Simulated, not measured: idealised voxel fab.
process module | voxel capacitor over wiring
cross-section cut | 230 nm wide | cells 5 nm
A cross-section is a grid of square cells, given in bands from the top down. A band is one or more rows of cells.
Each band's line starts with the height of the band's top and of its bottom, in nm. Then come its materials from left to right, each with its width in nm. One material with "throughout" fills the band from edge to edge. "air" is empty space.
Height 0 is the level under which the wafer as received is all one material. The lowest band goes on downwards, as in "0 down".
A width such as "30 to 40" changes by the same amount from each row of cells to the next, from the band's top row to its bottom row.
"no change" after a step means that no cell of the cross-section changed.
closed voids: empty space of 8 cells or more with no open way to the top, each as width x height at its distance from the left edge, in nm
after a step's settings: what the simulator itself notes on the step
overlay nm, on a step with a mask: how far to the right of its planned place the mask lay; to the left if negative
plan
1 op RECEIVE | material Si
2 op CONFORMAL_DEP | material SiO2 | thk nm 10
3 op CONFORMAL_DEP | material SiN | thk nm 5
4 op DIRECTIONAL_DEP | material SiO2 | thk nm 25
5 op DIRECTIONAL_DEP | material aC | thk nm 10
6 op PATTERN | tone open | mask id METAL_1 | material resist | width nm 20 | pitch nm 90 | thk nm 30 | overlay nm 0
7 op DIRECTIONAL_ETCH | etch materials aC | depth nm 10
8 op STRIP | etch materials resist
9 op DIRECTIONAL_ETCH | etch materials SiO2 | depth nm 25
10 op DIRECTIONAL_ETCH | etch materials SiN | depth nm 5
11 op STRIP | etch materials aC
12 op CONFORMAL_DEP | material TiN | thk nm 5
13 op FILL_DEP | material Cu | thk nm 5
14 op CMP | height nm 40
15 op CONFORMAL_DEP | material SiCN | thk nm 5
16 op DIRECTIONAL_DEP | material lowk | thk nm 20
17 op DIRECTIONAL_DEP | material aC | thk nm 10
18 op PATTERN | tone open | mask id PLUG_1 | material resist | width nm 15 | thk nm 25 | overlay nm 0
19 op DIRECTIONAL_ETCH | etch materials aC | depth nm 10
20 op STRIP | etch materials resist
21 op DIRECTIONAL_ETCH | etch materials lowk | depth nm 20
22 op DIRECTIONAL_ETCH | etch materials SiCN | depth nm 5
23 op STRIP | etch materials aC
24 op CONFORMAL_DEP | material TiN | thk nm 5
25 op FILL_DEP | material W | thk nm 10
26 op CMP | height nm 65
27 op DIRECTIONAL_DEP | material TiN | thk nm 10
28 op DIRECTIONAL_DEP | material HfO2 | thk nm 5
29 op DIRECTIONAL_DEP | material TiN | thk nm 5
30 op DIRECTIONAL_DEP | material aC | thk nm 15
31 op PATTERN | tone cover | mask id UPPER_PLATE | material resist | width nm 75 | thk nm 35 | overlay nm 0
32 op DIRECTIONAL_ETCH | etch materials aC | depth nm 15
33 op STRIP | etch materials resist
34 op DIRECTIONAL_ETCH | etch materials TiN | depth nm 5
35 op DIRECTIONAL_ETCH | etch materials HfO2 | depth nm 5
36 op STRIP | etch materials aC
37 op PATTERN | tone cover | mask id LOWER_PLATE | material resist | width nm 85 | thk nm 20 | overlay nm 0
38 op DIRECTIONAL_ETCH | etch materials TiN | depth nm 10
39 op STRIP | etch materials resist
40 op FILL_DEP | material SiO2 | thk nm 15
41 op CMP | height nm 95
42 op MASKED_ETCH | tone open | mask id PLUG_2 | width nm 15 | etch materials SiO2 | depth nm 10 | overlay nm 0
43 op CONFORMAL_DEP | material TiN | thk nm 5
44 op FILL_DEP | material W | thk nm 10
45 op CMP | height nm 95
46 op CONFORMAL_DEP | material SiN | thk nm 5
first wafer, as planned
as received, after step 1
  0 down: Si throughout
  closed voids: none
after step 2
  10 to 0: SiO2 throughout
  below 0: unchanged
after step 3
  15 to 10: SiN throughout
  below 10: unchanged
after step 4
  40 to 15: SiO2 throughout
  below 15: unchanged
after step 5
  50 to 40: aC throughout
  below 40: unchanged
after step 6
  80 to 50: resist 60 | air 20 | resist 70 | air 20 | resist 60
  below 50: unchanged
after step 7
  70 to 50: resist 60 | air 20 | resist 70 | air 20 | resist 60
  50 to 40: aC 60 | air 20 | aC 70 | air 20 | aC 60
  below 40: unchanged
after step 8
  50 to 40: aC 60 | air 20 | aC 70 | air 20 | aC 60
  below 40: unchanged
after step 9
  50 to 40: aC 60 | air 20 | aC 70 | air 20 | aC 60
  40 to 15: SiO2 60 | air 20 | SiO2 70 | air 20 | SiO2 60
  below 15: unchanged
after step 10
  50 to 40: aC 60 | air 20 | aC 70 | air 20 | aC 60
  40 to 15: SiO2 60 | air 20 | SiO2 70 | air 20 | SiO2 60
  15 to 10: SiN 60 | air 20 | SiN 70 | air 20 | SiN 60
  below 10: unchanged
after step 11
  40 to 15: SiO2 60 | air 20 | SiO2 70 | air 20 | SiO2 60
  below 15: unchanged
after step 12
  45 to 40: TiN 65 | air 10 | TiN 80 | air 10 | TiN 65
  40 to 15: SiO2 60 | TiN 5 | air 10 | TiN 5 | SiO2 70 | TiN 5 | air 10 | TiN 5 | SiO2 60
  15 to 10: SiN 60 | TiN 20 | SiN 70 | TiN 20 | SiN 60
  below 10: unchanged
after step 13
  50 to 45: Cu throughout
  45 to 40: TiN 65 | Cu 10 | TiN 80 | Cu 10 | TiN 65
  40 to 15: SiO2 60 | TiN 5 | Cu 10 | TiN 5 | SiO2 70 | TiN 5 | Cu 10 | TiN 5 | SiO2 60
  below 15: unchanged
after step 14
  40 to 15: SiO2 60 | TiN 5 | Cu 10 | TiN 5 | SiO2 70 | TiN 5 | Cu 10 | TiN 5 | SiO2 60
  below 15: unchanged
after step 15
  45 to 40: SiCN throughout
  below 40: unchanged
after step 16
  65 to 45: lowk throughout
  below 45: unchanged
after step 17
  75 to 65: aC throughout
  below 65: unchanged
after step 18
  100 to 75: resist 65 | air 15 | resist 150
  below 75: unchanged
after step 19
  90 to 75: resist 65 | air 15 | resist 150
  75 to 65: aC 65 | air 15 | aC 150
  below 65: unchanged
after step 20
  75 to 65: aC 65 | air 15 | aC 150
  below 65: unchanged
after step 21
  75 to 65: aC 65 | air 15 | aC 150
  65 to 45: lowk 65 | air 15 | lowk 150
  below 45: unchanged
after step 22
  75 to 65: aC 65 | air 15 | aC 150
  65 to 45: lowk 65 | air 15 | lowk 150
  45 to 40: SiCN 65 | air 15 | SiCN 150
  below 40: unchanged
after step 23
  65 to 45: lowk 65 | air 15 | lowk 150
  below 45: unchanged
after step 24
  70 to 65: TiN 70 | air 5 | TiN 155
  65 to 45: lowk 65 | TiN 5 | air 5 | TiN 5 | lowk 150
  45 to 40: SiCN 65 | TiN 15 | SiCN 150
  below 40: unchanged
after step 25
  80 to 70: W throughout
  70 to 65: TiN 70 | W 5 | TiN 155
  65 to 45: lowk 65 | TiN 5 | W 5 | TiN 5 | lowk 150
  below 45: unchanged
after step 26
  65 to 45: lowk 65 | TiN 5 | W 5 | TiN 5 | lowk 150
  below 45: unchanged
after step 27
  75 to 65: TiN throughout
  below 65: unchanged
after step 28
  80 to 75: HfO2 throughout
  below 75: unchanged
after step 29
  85 to 80: TiN throughout
  below 80: unchanged
after step 30
  100 to 85: aC throughout
  below 85: unchanged
after step 31
  135 to 100: air 65 | resist 75 | air 90
  below 100: unchanged
after step 32
  120 to 100: air 65 | resist 75 | air 90
  100 to 85: air 65 | aC 75 | air 90
  below 85: unchanged
after step 33
  100 to 85: air 65 | aC 75 | air 90
  below 85: unchanged
after step 34
  100 to 85: air 65 | aC 75 | air 90
  85 to 80: air 65 | TiN 75 | air 90
  below 80: unchanged
after step 35
  100 to 85: air 65 | aC 75 | air 90
  85 to 80: air 65 | TiN 75 | air 90
  80 to 75: air 65 | HfO2 75 | air 90
  below 75: unchanged
after step 36
  85 to 80: air 65 | TiN 75 | air 90
  below 80: unchanged
after step 37
  105 to 85: air 60 | resist 85 | air 85
  85 to 80: air 60 | resist 5 | TiN 75 | resist 5 | air 85
  80 to 75: air 60 | resist 5 | HfO2 75 | resist 5 | air 85
  below 75: unchanged
after step 38
  105 to 85: air 60 | resist 85 | air 85
  85 to 80: air 60 | resist 5 | TiN 75 | resist 5 | air 85
  80 to 75: air 60 | resist 5 | HfO2 75 | resist 5 | air 85
  75 to 65: air 60 | TiN 85 | air 85
  below 65: unchanged
after step 39
  85 to 80: air 65 | TiN 75 | air 90
  80 to 75: air 65 | HfO2 75 | air 90
  below 75: unchanged
after step 40
  100 to 85: SiO2 throughout
  85 to 80: SiO2 65 | TiN 75 | SiO2 90
  80 to 75: SiO2 65 | HfO2 75 | SiO2 90
  75 to 65: SiO2 60 | TiN 85 | SiO2 85
  below 65: unchanged
after step 41
  95 to 85: SiO2 throughout
  below 85: unchanged
after step 42
  95 to 85: SiO2 75 | air 15 | SiO2 140
  below 85: unchanged
after step 43
  100 to 95: TiN 80 | air 5 | TiN 145
  95 to 90: SiO2 75 | TiN 5 | air 5 | TiN 5 | SiO2 140
  90 to 80: SiO2 75 to 65 | TiN 15 to 75 | SiO2 140 to 90
  below 80: unchanged
after step 44
  110 to 100: W throughout
  100 to 95: TiN 80 | W 5 | TiN 145
  95 to 90: SiO2 75 | TiN 5 | W 5 | TiN 5 | SiO2 140
  below 90: unchanged
after step 45
  95 to 90: SiO2 75 | TiN 5 | W 5 | TiN 5 | SiO2 140
  below 90: unchanged
after step 46
  100 to 95: SiN throughout
  below 95: unchanged
second wafer: like start, like plan, one mistake. Through step 1 it matches the first wafer
when step 2 should have ended
  5 to 0: SiN throughout
  below 0: unchanged
when step 3 should have ended
  15 to 5: SiO2 throughout
  below 5: unchanged
when step 4 should have ended
  40 to 5: SiO2 throughout
  below 5: unchanged
when step 5 should have ended
  50 to 40: aC throughout
  below 40: unchanged
when step 6 should have ended
  80 to 50: resist 60 | air 20 | resist 70 | air 20 | resist 60
  below 50: unchanged
when step 7 should have ended
  70 to 50: resist 60 | air 20 | resist 70 | air 20 | resist 60
  50 to 40: aC 60 | air 20 | aC 70 | air 20 | aC 60
  below 40: unchanged
when step 8 should have ended
  50 to 40: aC 60 | air 20 | aC 70 | air 20 | aC 60
  below 40: unchanged
when step 9 should have ended
  50 to 40: aC 60 | air 20 | aC 70 | air 20 | aC 60
  40 to 15: SiO2 60 | air 20 | SiO2 70 | air 20 | SiO2 60
  below 15: unchanged
when step 10 should have ended: no change
when step 11 should have ended
  40 to 15: SiO2 60 | air 20 | SiO2 70 | air 20 | SiO2 60
  below 15: unchanged
when step 12 should have ended
  45 to 40: TiN 65 | air 10 | TiN 80 | air 10 | TiN 65
  40 to 20: SiO2 60 | TiN 5 | air 10 | TiN 5 | SiO2 70 | TiN 5 | air 10 | TiN 5 | SiO2 60
  20 to 15: SiO2 60 | TiN 20 | SiO2 70 | TiN 20 | SiO2 60
  below 15: unchanged
when step 13 should have ended
  50 to 45: Cu throughout
  45 to 40: TiN 65 | Cu 10 | TiN 80 | Cu 10 | TiN 65
  40 to 20: SiO2 60 | TiN 5 | Cu 10 | TiN 5 | SiO2 70 | TiN 5 | Cu 10 | TiN 5 | SiO2 60
  below 20: unchanged
when step 14 should have ended
  40 to 20: SiO2 60 | TiN 5 | Cu 10 | TiN 5 | SiO2 70 | TiN 5 | Cu 10 | TiN 5 | SiO2 60
  below 20: unchanged
when step 15 should have ended
  45 to 40: SiCN throughout
  below 40: unchanged
when step 16 should have ended
  65 to 45: lowk throughout
  below 45: unchanged
when step 17 should have ended
  75 to 65: aC throughout
  below 65: unchanged
when step 18 should have ended
  100 to 75: resist 65 | air 15 | resist 150
  below 75: unchanged
when step 19 should have ended
  90 to 75: resist 65 | air 15 | resist 150
  75 to 65: aC 65 | air 15 | aC 150
  below 65: unchanged
when step 20 should have ended
  75 to 65: aC 65 | air 15 | aC 150
  below 65: unchanged
when step 21 should have ended
  75 to 65: aC 65 | air 15 | aC 150
  65 to 45: lowk 65 | air 15 | lowk 150
  below 45: unchanged
when step 22 should have ended
  75 to 65: aC 65 | air 15 | aC 150
  65 to 45: lowk 65 | air 15 | lowk 150
  45 to 40: SiCN 65 | air 15 | SiCN 150
  below 40: unchanged
when step 23 should have ended
  65 to 45: lowk 65 | air 15 | lowk 150
  below 45: unchanged
when step 24 should have ended
  70 to 65: TiN 70 | air 5 | TiN 155
  65 to 45: lowk 65 | TiN 5 | air 5 | TiN 5 | lowk 150
  45 to 40: SiCN 65 | TiN 15 | SiCN 150
  below 40: unchanged
when step 25 should have ended
  80 to 70: W throughout
  70 to 65: TiN 70 | W 5 | TiN 155
  65 to 45: lowk 65 | TiN 5 | W 5 | TiN 5 | lowk 150
  below 45: unchanged
when step 26 should have ended
  65 to 45: lowk 65 | TiN 5 | W 5 | TiN 5 | lowk 150
  below 45: unchanged
when step 27 should have ended
  75 to 65: TiN throughout
  below 65: unchanged
when step 28 should have ended
  80 to 75: HfO2 throughout
  below 75: unchanged
when step 29 should have ended
  85 to 80: TiN throughout
  below 80: unchanged
when step 30 should have ended
  100 to 85: aC throughout
  below 85: unchanged
when step 31 should have ended
  135 to 100: air 65 | resist 75 | air 90
  below 100: unchanged
when step 32 should have ended
  120 to 100: air 65 | resist 75 | air 90
  100 to 85: air 65 | aC 75 | air 90
  below 85: unchanged
when step 33 should have ended
  100 to 85: air 65 | aC 75 | air 90
  below 85: unchanged
when step 34 should have ended
  100 to 85: air 65 | aC 75 | air 90
  85 to 80: air 65 | TiN 75 | air 90
  below 80: unchanged
when step 35 should have ended
  100 to 85: air 65 | aC 75 | air 90
  85 to 80: air 65 | TiN 75 | air 90
  80 to 75: air 65 | HfO2 75 | air 90
  below 75: unchanged
when step 36 should have ended
  85 to 80: air 65 | TiN 75 | air 90
  below 80: unchanged
when step 37 should have ended
  105 to 85: air 60 | resist 85 | air 85
  85 to 80: air 60 | resist 5 | TiN 75 | resist 5 | air 85
  80 to 75: air 60 | resist 5 | HfO2 75 | resist 5 | air 85
  below 75: unchanged
when step 38 should have ended
  105 to 85: air 60 | resist 85 | air 85
  85 to 80: air 60 | resist 5 | TiN 75 | resist 5 | air 85
  80 to 75: air 60 | resist 5 | HfO2 75 | resist 5 | air 85
  75 to 65: air 60 | TiN 85 | air 85
  below 65: unchanged
when step 39 should have ended
  85 to 80: air 65 | TiN 75 | air 90
  80 to 75: air 65 | HfO2 75 | air 90
  below 75: unchanged
when step 40 should have ended
  100 to 85: SiO2 throughout
  85 to 80: SiO2 65 | TiN 75 | SiO2 90
  80 to 75: SiO2 65 | HfO2 75 | SiO2 90
  75 to 65: SiO2 60 | TiN 85 | SiO2 85
  below 65: unchanged
when step 41 should have ended
  95 to 85: SiO2 throughout
  below 85: unchanged
when step 42 should have ended
  95 to 85: SiO2 75 | air 15 | SiO2 140
  below 85: unchanged
when step 43 should have ended
  100 to 95: TiN 80 | air 5 | TiN 145
  95 to 90: SiO2 75 | TiN 5 | air 5 | TiN 5 | SiO2 140
  90 to 80: SiO2 75 to 65 | TiN 15 to 75 | SiO2 140 to 90
  below 80: unchanged
when step 44 should have ended
  110 to 100: W throughout
  100 to 95: TiN 80 | W 5 | TiN 145
  95 to 90: SiO2 75 | TiN 5 | W 5 | TiN 5 | SiO2 140
  below 90: unchanged
when step 45 should have ended
  95 to 90: SiO2 75 | TiN 5 | W 5 | TiN 5 | SiO2 140
  below 90: unchanged
when step 46 should have ended
  100 to 95: SiN throughout
  below 95: unchanged
what went wrong: steps 2 and 3 were swapped
at the end the second wafer has, in cells: 4 fewer of Cu | 8 more of SiN | 4 fewer of TiN
